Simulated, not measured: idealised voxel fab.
process module | voxel fin reveal
cross-section cut | 215 nm wide | cells 5 nm
A cross-section is a grid of square cells, given in bands from the top down. A band is one or more rows of cells.
Each band's line starts with the height of the band's top and of its bottom, in nm. Then come its materials from left to right, each with its width in nm. One material with "throughout" fills the band from edge to edge. "air" is empty space.
Height 0 is the level under which the wafer as received is all one material. The lowest band goes on downwards, as in "0 down".
A width such as "30 to 40" changes by the same amount from each row of cells to the next, from the band's top row to its bottom row.
"no change" after a step means that no cell of the cross-section changed.
closed voids: empty space of 8 cells or more with no open way to the top, each as width x height at its distance from the left edge, in nm
after a step's settings: what the simulator itself notes on the step
overlay nm, on a step with a mask: how far to the right of its planned place the mask lay; to the left if negative
plan
1 op RECEIVE | material Si
2 op CONFORMAL_DEP | material SiN | thk nm 5
3 op PATTERN | tone cover | mask id FINS | material resist | width nm 15 | pitch nm 40 | thk nm 15 | overlay nm 0
4 op DIRECTIONAL_ETCH | etch materials SiN | depth nm 5
5 op DIRECTIONAL_ETCH | etch materials Si | depth nm 40
6 op STRIP | etch materials resist
7 op FILL_DEP | material SiO2 | thk nm 15
8 op CMP | height nm 5
9 op SELECTIVE_ETCH | etch materials SiO2 | depth nm 15
10 op STRIP | etch materials SiN
first wafer, as planned
as received, after step 1
  0 down: Si throughout
  closed voids: none
after step 2
  5 to 0: SiN throughout
  below 0: unchanged
after step 3
  20 to 5: air 60 | resist 15 | air 25 | resist 15 | air 25 | resist 15 | air 60
  below 5: unchanged
after step 4
  20 to 5: air 60 | resist 15 | air 25 | resist 15 | air 25 | resist 15 | air 60
  5 to 0: air 60 | SiN 15 | air 25 | SiN 15 | air 25 | SiN 15 | air 60
  below 0: unchanged
after step 5
  20 to 5: air 60 | resist 15 | air 25 | resist 15 | air 25 | resist 15 | air 60
  5 to 0: air 60 | SiN 15 | air 25 | SiN 15 | air 25 | SiN 15 | air 60
  0 to -40: air 60 | Si 15 | air 25 | Si 15 | air 25 | Si 15 | air 60
  below -40: unchanged
after step 6
  5 to 0: air 60 | SiN 15 | air 25 | SiN 15 | air 25 | SiN 15 | air 60
  below 0: unchanged
after step 7
  20 to 5: SiO2 throughout
  5 to 0: SiO2 60 | SiN 15 | SiO2 25 | SiN 15 | SiO2 25 | SiN 15 | SiO2 60
  0 to -40: SiO2 60 | Si 15 | SiO2 25 | Si 15 | SiO2 25 | Si 15 | SiO2 60
  below -40: unchanged
after step 8
  5 to 0: SiO2 60 | SiN 15 | SiO2 25 | SiN 15 | SiO2 25 | SiN 15 | SiO2 60
  below 0: unchanged
after step 9
  5 to 0: air 60 | SiN 15 | air 25 | SiN 15 | air 25 | SiN 15 | air 60
  0 to -10: air 60 | Si 15 | air 25 | Si 15 | air 25 | Si 15 | air 60
  below -10: unchanged
after step 10
  0 to -10: air 60 | Si 15 | air 25 | Si 15 | air 25 | Si 15 | air 60
  below -10: unchanged
second wafer: like start, like plan, one mistake. Through step 9 it matches the first wafer
when step 10 should have ended
  5 to 0: air 60 | SiN 15 | air 25 | SiN 15 | air 25 | SiN 15 | air 60
  0 to -40: air 60 | Si 15 | air 25 | Si 15 | air 25 | Si 15 | air 60
  below -40: unchanged
what went wrong: step 10 ran as: op STRIP | etch materials SiO2
at the end the second wafer has, in cells: 9 more of SiN | 204 fewer of SiO2
